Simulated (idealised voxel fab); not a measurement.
Process module heading - voxel double patterning
Cross-section cut: width 175 nm, square cells of 5 nm.
In what follows, cross-sections appear as grids of square cells, described through bands that run from the top down, where every band is one or more rows of cells.
Band entry format. Leading values: height of top, height of bottom, nm. Remainder: materials in left-to-right order, each with its width in nm. Special words: "all across" on a single material, which then fills the band edge to edge; "air", empty space.
Basically, 0 is our baseline, since under it the wafer straight out of the box is all one material. The bottom band has no lower end and keeps on going down, so it looks like "top 0, no bottom".
When a width is written as two numbers, as in "30->40", the first number is the width in the top row of cells of the band and the second is the width in its bottom row, and the width changes by the same amount from each row to the next.
For the purposes of this document, the phrase "changes: none" attached to a step denotes that no cell within the cross-section was modified by that step.
Heads up: "Entrapped void list" only lists the empty pockets with no open path to the top that are 8 cells or more, and it writes them as width x height at distance, distance from the left edge, in nm.
Heads up: the bit after the settings on a step's line is the simulator's remark on that step.
Regarding "overlay nm": on a step with a mask, it is the distance the mask lay to the right of its planned place; a negative value places it to the left.

### These are the steps we planned for the process
- 1: RECEIVE: material Si
- 2: CONFORMAL_DEP: material SiO2, thk nm 5
- 3: DIRECTIONAL_DEP: material W, thk nm 10
- 4: DIRECTIONAL_DEP: material SiCN, thk nm 10
- 5: DIRECTIONAL_DEP: material aC, thk nm 10
- 6: PATTERN: tone open, mask id FIRST, material resist, width nm 15, pitch nm 50, thk nm 30, overlay nm 0
- 7: DIRECTIONAL_ETCH: etch materials aC, depth nm 10
- 8: STRIP: etch materials resist
- 9: DIRECTIONAL_ETCH: etch materials SiCN, depth nm 10
- 10: STRIP: etch materials aC
- 11: PATTERN: tone open, mask id SECOND, material resist, width nm 15, thk nm 20, overlay nm 0
- 12: DIRECTIONAL_ETCH: etch materials SiCN, depth nm 10
- 13: STRIP: etch materials resist
- 14: DIRECTIONAL_ETCH: etch materials W, depth nm 10
- 15: STRIP: etch materials SiCN

### As-received state of the wafer in cross-section, equivalent to post-step 1
	top 0, no bottom: Si all across
	Entrapped void list: none

### Run as planned - first of the two wafers cross-sectioned at the end of the module
	top 15, bottom 5: W: 55, air: 15, W: 10, air: 15, W: 10, air: 15, W: 55
	top 5, bottom 0: SiO2 all across
	top 0, no bottom: Si all across
	Entrapped void list: none

### Presented here is a cross-section of the second of the two wafers as it stood at the end of the module. It was started in the same manner and assigned the same plan as the first wafer; however, one mistake was made in its execution
	top 15, bottom 10: SiO2 all across
	top 10, bottom 0: W all across
	top 0, no bottom: Si all across
	Entrapped void list: none
Deviation from plan: steps 2 and 3 were swapped
Bottom line after processing is that, in cells, the second wafer is up or down on some materials versus the first: W +18
